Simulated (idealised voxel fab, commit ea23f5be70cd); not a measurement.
Process module heading - voxel double patterning
It is cross-section cut that appears here, measuring 240 nm in width, its square cells being 5 nm in size.
When this document writes out a cross-section, it uses a grid of square cells and lists it as bands, beginning at the top and moving down, with a band standing for one or more rows of cells.
In this notation a band is specified by the heights of its top and bottom, in that order and in nm, after which its materials appear from left to right, each paired with its width in nm. The word "edge to edge" attached to a single material means that material fills the band from edge to edge; the word "air" stands for empty space.
For the purposes of this specification, 0 denotes the height below which the wafer in its as-received condition is composed wholly of one material, and the lowermost band, lacking a lower limit, extends downward without end, as expressed in "0..down".
Width: "30..40" (first number = top row, second number = bottom row, same change from row to row of cells).
You'll sometimes find "no modifications" written for a step, and that's the way of saying that nowhere in the cross-section did a cell change during that step.
Entry "closed voids". Content: empty spaces with no open connection to the top, size 8 cells or greater. Each: width x height at distance. Distance: from left edge. Unit: nm.
Heads up: the bit after the settings on a step's line is the simulator's remark on that step.
overlay nm: how far to the right of its planned place the mask lay on this masked step (negative: to the left).

-- The planned process steps are enumerated hereunder
1. op RECEIVE | material Si
2. op CONFORMAL_DEP | material SiO2 | thk nm 5
3. op DIRECTIONAL_DEP | material polySi | thk nm 15
4. op DIRECTIONAL_DEP | material SiCN | thk nm 5
5. op MASKED_ETCH | tone open | mask id FIRST | width nm 15 | pitch nm 50 | etch materials SiCN | depth nm 5 | overlay nm 0
6. op DIRECTIONAL_DEP | material aC | thk nm 10
7. op PATTERN | tone open | mask id SECOND | material resist | width nm 15 | pitch nm 50 | thk nm 25 | overlay nm 0
8. op DIRECTIONAL_ETCH | etch materials aC | depth nm 10
9. op STRIP | etch materials resist
10. op DIRECTIONAL_ETCH | etch materials SiCN | depth nm 5
11. op STRIP | etch materials aC
12. op DIRECTIONAL_ETCH | etch materials polySi | depth nm 15
13. op STRIP | etch materials SiCN

-- First of two wafers, with the run carried out as planned

-- as received, after step 1
- 0..down: Si edge to edge
- closed voids: none

-- Sectional view: wafer, after step 2
- 5..0: SiO2 edge to edge
- Nothing below the height 0 has changed.

-- Sectional view: wafer, after step 3
- 20..5: polySi edge to edge
- Nothing below the height 5 has changed.

-- Sectional view: wafer, after step 4
- 25..20: SiCN edge to edge
- Nothing below the height 20 has changed.

-- Sectional view: wafer, after step 5
- 25..20: SiCN=60 / air=15 / SiCN=35 / air=15 / SiCN=35 / air=15 / SiCN=65
- Nothing below the height 20 has changed.

-- Sectional view: wafer, after step 6
- 35..30: aC=60 / air=15 / aC=35 / air=15 / aC=35 / air=15 / aC=65
- 30..25: aC edge to edge
- 25..20: SiCN=60 / aC=15 / SiCN=35 / aC=15 / SiCN=35 / aC=15 / SiCN=65
- Nothing below the height 20 has changed.

-- Sectional view: wafer, after step 7
- 60..35: resist=85 / air=15 / resist=35 / air=15 / resist=90
- 35..30: aC=60 / resist=15 / aC=35 / resist=15 / aC=35 / resist=15 / aC=65
- Nothing below the height 30 has changed.

-- Sectional view: wafer, after step 8
- 50..35: resist=85 / air=15 / resist=35 / air=15 / resist=90
- 35..30: aC=60 / resist=15 / aC=10 / air=15 / aC=10 / resist=15 / aC=10 / air=15 / aC=10 / resist=15 / aC=65
- 30..25: aC=85 / air=15 / aC=35 / air=15 / aC=90
- Nothing below the height 25 has changed.

-- Sectional view: wafer, after step 9
- 35..30: aC=60 / air=15 / aC=10 / air=15 / aC=10 / air=15 / aC=10 / air=15 / aC=10 / air=15 / aC=65
- Nothing below the height 30 has changed.

-- Sectional view: wafer, after step 10
- 35..30: aC=60 / air=15 / aC=10 / air=15 / aC=10 / air=15 / aC=10 / air=15 / aC=10 / air=15 / aC=65
- 30..25: aC=85 / air=15 / aC=35 / air=15 / aC=90
- 25..20: SiCN=60 / aC=15 / SiCN=10 / air=15 / SiCN=10 / aC=15 / SiCN=10 / air=15 / SiCN=10 / aC=15 / SiCN=65
- Nothing below the height 20 has changed.

-- Sectional view: wafer, after step 11
- 25..20: SiCN=60 / air=15 / SiCN=10 / air=15 / SiCN=10 / air=15 / SiCN=10 / air=15 / SiCN=10 / air=15 / SiCN=65
- Nothing below the height 20 has changed.

-- Sectional view: wafer, after step 12
- 25..20: SiCN=60 / air=15 / SiCN=10 / air=15 / SiCN=10 / air=15 / SiCN=10 / air=15 / SiCN=10 / air=15 / SiCN=65
- 20..5: polySi=60 / air=15 / polySi=10 / air=15 / polySi=10 / air=15 / polySi=10 / air=15 / polySi=10 / air=15 / polySi=65
- Nothing below the height 5 has changed.

-- Sectional view: wafer, after step 13
- 20..5: polySi=60 / air=15 / polySi=10 / air=15 / polySi=10 / air=15 / polySi=10 / air=15 / polySi=10 / air=15 / polySi=65
- Nothing below the height 5 has changed.

-- For the second wafer, take the first wafer's start and plan, then add one mistake made in running it; everything through step 5, that step included, is shared with the first

-- Second wafer, cut view, end of step 6 per plan
- 35..30: SiO2=60 / air=15 / SiO2=35 / air=15 / SiO2=35 / air=15 / SiO2=65
- 30..25: SiO2 edge to edge
- 25..20: SiCN=60 / SiO2=15 / SiCN=35 / SiO2=15 / SiCN=35 / SiO2=15 / SiCN=65
- Nothing below the height 20 has changed.

-- Second wafer, cut view, end of step 7 per plan
- 60..35: resist=85 / air=15 / resist=35 / air=15 / resist=90
- 35..30: SiO2=60 / resist=15 / SiO2=35 / resist=15 / SiO2=35 / resist=15 / SiO2=65
- Nothing below the height 30 has changed.

-- Second wafer, cut view, end of step 8 per plan
- 50..35: resist=85 / air=15 / resist=35 / air=15 / resist=90
- Nothing below the height 35 has changed.

-- Second wafer, cut view, end of step 9 per plan
- 35..30: SiO2=60 / air=15 / SiO2=35 / air=15 / SiO2=35 / air=15 / SiO2=65
- Nothing below the height 30 has changed.

Second wafer, cut view, end of step 10 per plan: no modifications

Second wafer, cut view, end of step 11 per plan: no modifications

Second wafer, cut view, end of step 12 per plan: no modifications

Second wafer, cut view, end of step 13 per plan: no modifications
The mistake made against the process plan was this: step 6 off recipe, ran as op DIRECTIONAL_DEP | material SiO2 | thk nm 10
Materials where the second wafer ends with more or fewer cells than the first: +39 SiCN, +96 SiO2, +45 polySi
